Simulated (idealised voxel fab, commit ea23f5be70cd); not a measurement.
Proc. module: voxel quadruple lines
Shown is cross-section cut, with a width of 265 nm and square cells of size 5 nm.
Heads up, the way a cross-section reads in here is a grid of square cells, handed over as bands from the top down, with every band being one or more rows of cells.
For a band, the entry starts with two heights in nm, that of the top and then that of the bottom, and carries on with the band's materials in order from left to right, each alongside its width in nm; the word "full width" beside a single material means it fills the band edge to edge, and "blank" means empty space.
Heights are reckoned from 0. Under this level, the received wafer is all of one material. The bottommost band is open-ended downward, for example "0 down".
Think of "30 to 40" as a width that walks from the first number to the second as you go down the band, top row to bottom row, taking equal-sized steps from row to row.
A step reported as "left unchanged" is a step in which no cell of the cross-section changed.
In "Entrapped voids" the enclosed voids are listed, meaning empty spaces of 8 cells or larger without any opening to the top. The form is width x height at distance, distance from the left edge, units nm.
Whatever follows a step's settings on its line is a remark the simulator itself makes about that step.
What "overlay nm" on a step's line means: if the step has a mask, that mask lay this far to the right of its planned place, or, when the value is negative, to the left.
So here's the lineup of process steps we planned:
step 1: RECEIVE | material Si
step 2: CONFORMAL_DEP | material Al2O3 | thk nm 5
step 3: DIRECTIONAL_DEP | material W | thk nm 10
step 4: DIRECTIONAL_DEP | material polySi | thk nm 15
step 5: DIRECTIONAL_DEP | material aC | thk nm 20
step 6: PATTERN | tone cover | mask id MANDREL | material resist | width nm 20 | pitch nm 60 | thk nm 25 | overlay nm 0
step 7: DIRECTIONAL_ETCH | etch materials aC | depth nm 20
step 8: STRIP | etch materials resist
step 9: CONFORMAL_DEP | material SiO2 | thk nm 10
step 10: DIRECTIONAL_ETCH | etch materials SiO2 | depth nm 10
step 11: STRIP | etch materials aC
step 12: DIRECTIONAL_ETCH | etch materials polySi | depth nm 15
step 13: STRIP | etch materials SiO2
step 14: CONFORMAL_DEP | material SiN | thk nm 5
step 15: DIRECTIONAL_ETCH | etch materials SiN | depth nm 5
step 16: STRIP | etch materials polySi
step 17: DIRECTIONAL_ETCH | etch materials W | depth nm 10
step 18: STRIP | etch materials SiN
step 19: FILL_DEP | material SiO2 | thk nm 10
step 20: CMP | height nm 15
Delivered wafer in cross-section: state after step 1:
> 0 down  Si full width
> Entrapped voids: none
End-of-module cross-section of the first of two wafers, processed as planned:
> 15 to 5  SiO2: 75 / W: 5 / SiO2: 10 / W: 5 / SiO2: 10 / W: 5 / SiO2: 10 / W: 5 / SiO2: 10 / W: 5 / SiO2: 10 / W: 5 / SiO2: 10 / W: 5 / SiO2: 10 / W: 5 / SiO2: 80
> 5 to 0  Al2O3 full width
> 0 down  Si full width
> Entrapped voids: none
Presented here is a cross-section of the second of the two wafers as it stood at the end of the module. It was started in the same manner and assigned the same plan as the first wafer; however, one mistake was made in its execution:
> 15 to 5  SiO2: 80 / W: 5 / SiO2: 10 / W: 5 / SiO2: 5 / W: 5 / SiO2: 10 / W: 5 / SiO2: 15 / W: 5 / SiO2: 10 / W: 5 / SiO2: 5 / W: 5 / SiO2: 10 / W: 5 / SiO2: 80
> 5 to 0  Al2O3 full width
> 0 down  Si full width
> Entrapped voids: none
Want to know what went wrong? not per plan at step 6, really ran PATTERN | tone cover | mask id MANDREL | material resist | width nm 15 | pitch nm 60 | thk nm 25 | overlay nm 0
End check, second vs first wafer: material counts in cells match, positions do not.
